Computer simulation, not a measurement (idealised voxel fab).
process module | voxel transistor to metal
cross-section cut | 210 nm wide | cells 5 nm
A cross-section is a grid of square cells, given in bands from the top down. A band is one or more rows of cells.
Each band's line starts with the height of the band's top and of its bottom, in nm. Then come its materials from left to right, each with its width in nm. One material with "throughout" fills the band from edge to edge. "air" is empty space.
Height 0 is the level under which the wafer as received is all one material. The lowest band goes on downwards, as in "0 down".
A width such as "30 to 40" changes by the same amount from each row of cells to the next, from the band's top row to its bottom row.
"no change" after a step means that no cell of the cross-section changed.
closed voids: empty space of 8 cells or more with no open way to the top, each as width x height at its distance from the left edge, in nm
after a step's settings: what the simulator itself notes on the step
overlay nm, on a step with a mask: how far to the right of its planned place the mask lay; to the left if negative
plan
1 op RECEIVE | material Si
2 op OXIDIZE | depth nm 5
3 op CONFORMAL_DEP | material SiN | thk nm 10
4 op DIRECTIONAL_DEP | material aC | thk nm 10
5 op PATTERN | tone cover | mask id ACTIVE | material resist | width nm 85 | thk nm 30 | overlay nm 0
6 op DIRECTIONAL_ETCH | etch materials aC | depth nm 10
7 op STRIP | etch materials resist
8 op DIRECTIONAL_ETCH | etch materials SiN | depth nm 10
9 op DIRECTIONAL_ETCH | etch materials SiO2 | depth nm 5
10 op DIRECTIONAL_ETCH | etch materials Si | depth nm 25
11 op STRIP | etch materials aC
12 op OXIDIZE | depth nm 5
13 op FILL_DEP | material SiO2 | thk nm 15
14 op CMP | height nm 10
15 op SELECTIVE_ETCH | etch materials SiO2 | depth nm 5
16 op STRIP | etch materials SiN
17 op SELECTIVE_ETCH | etch materials SiO2 | depth nm 5
18 op OXIDIZE | depth nm 5
19 op DIRECTIONAL_DEP | material polySi | thk nm 25
20 op DIRECTIONAL_DEP | material SiCN | thk nm 10
21 op DIRECTIONAL_DEP | material aC | thk nm 15
22 op PATTERN | tone cover | mask id GATE | material resist | width nm 15 | thk nm 35 | overlay nm 0
23 op DIRECTIONAL_ETCH | etch materials aC | depth nm 15
24 op STRIP | etch materials resist
25 op DIRECTIONAL_ETCH | etch materials SiCN | depth nm 20
26 op DIRECTIONAL_ETCH | etch materials polySi | depth nm 35
27 op STRIP | etch materials aC
28 op CONFORMAL_DEP | material SiO2 | thk nm 5
29 op DIRECTIONAL_ETCH | etch materials SiO2 | depth nm 5
30 op CONFORMAL_DEP | material SiN | thk nm 5
31 op DIRECTIONAL_ETCH | etch materials SiN | depth nm 5
32 op DIRECTIONAL_ETCH | etch materials SiO2 | depth nm 5
33 op EPI | material pSi | thk nm 5
34 op FILL_DEP | material SiO2 | thk nm 10
35 op CMP | height nm 30
36 op DIRECTIONAL_DEP | material SiO2 | thk nm 15
37 op PATTERN | tone open | mask id CONTACT | material resist | width nm 25 | pitch nm 50 | thk nm 20 | overlay nm 0
38 op DIRECTIONAL_ETCH | etch materials SiO2 | depth nm 50
39 op STRIP | etch materials resist
40 op CONFORMAL_DEP | material TiN | thk nm 5
41 op FILL_DEP | material W | thk nm 5
42 op CMP | height nm 45
43 op CONFORMAL_DEP | material SiN | thk nm 5
44 op DIRECTIONAL_DEP | material lowk | thk nm 25
45 op DIRECTIONAL_DEP | material aC | thk nm 10
46 op PATTERN | tone open | mask id METAL_1 | material resist | width nm 15 | pitch nm 60 | thk nm 25 | overlay nm 0
47 op DIRECTIONAL_ETCH | etch materials aC | depth nm 10
48 op STRIP | etch materials resist
49 op DIRECTIONAL_ETCH | etch materials lowk | depth nm 25
50 op DIRECTIONAL_ETCH | etch materials SiN | depth nm 5
51 op STRIP | etch materials aC
52 op CONFORMAL_DEP | material TiN | thk nm 5
53 op FILL_DEP | material W | thk nm 10
54 op CMP | height nm 75
55 op CONFORMAL_DEP | material SiCN | thk nm 5
56 op DIRECTIONAL_DEP | material lowk | thk nm 35
57 op PATTERN | tone open | mask id METAL_2 | material resist | width nm 15 | pitch nm 60 | thk nm 20 | overlay nm 0
58 op DIRECTIONAL_ETCH | etch materials lowk | depth nm 20
59 op STRIP | etch materials resist
60 op PATTERN | tone open | mask id METAL_2_HOLES | material resist | width nm 15 | pitch nm 60 | thk nm 15 | overlay nm 0
61 op DIRECTIONAL_ETCH | etch materials lowk | depth nm 15
62 op DIRECTIONAL_ETCH | etch materials SiCN | depth nm 5
63 op STRIP | etch materials resist
64 op CONFORMAL_DEP | material TiN | thk nm 5
65 op FILL_DEP | material Cu | thk nm 5
66 op CMP | height nm 115
67 op CONFORMAL_DEP | material SiN | thk nm 5
varied across the wafers: thk nm of step 28. The plan shows the first wafer's value. All wafers start alike
first wafer as received, after step 1
  0 down: Si throughout
  closed voids: none
each wafer at the end: cells of each material gained (+) or lost (-) since it was received, then its closed voids
thk nm 5 | +14 Cu | -219 Si | +42 SiCN | +94 SiN | +466 SiO2 | +106 TiN | +50 W | +432 lowk | +8 pSi | +15 polySi | closed voids: none
thk nm 10 | +14 Cu | -219 Si | +42 SiCN | +92 SiN | +480 SiO2 | +120 TiN | +32 W | +432 lowk | +15 polySi | closed voids: none
thk nm 15 | +14 Cu | -219 Si | +42 SiCN | +90 SiN | +484 SiO2 | +128 TiN | +22 W | +432 lowk | +15 polySi | closed voids: none
thk nm 20 | +14 Cu | -219 Si | +42 SiCN | +84 SiN | +484 SiO2 | +120 TiN | +36 W | +432 lowk | +15 polySi | closed voids: none
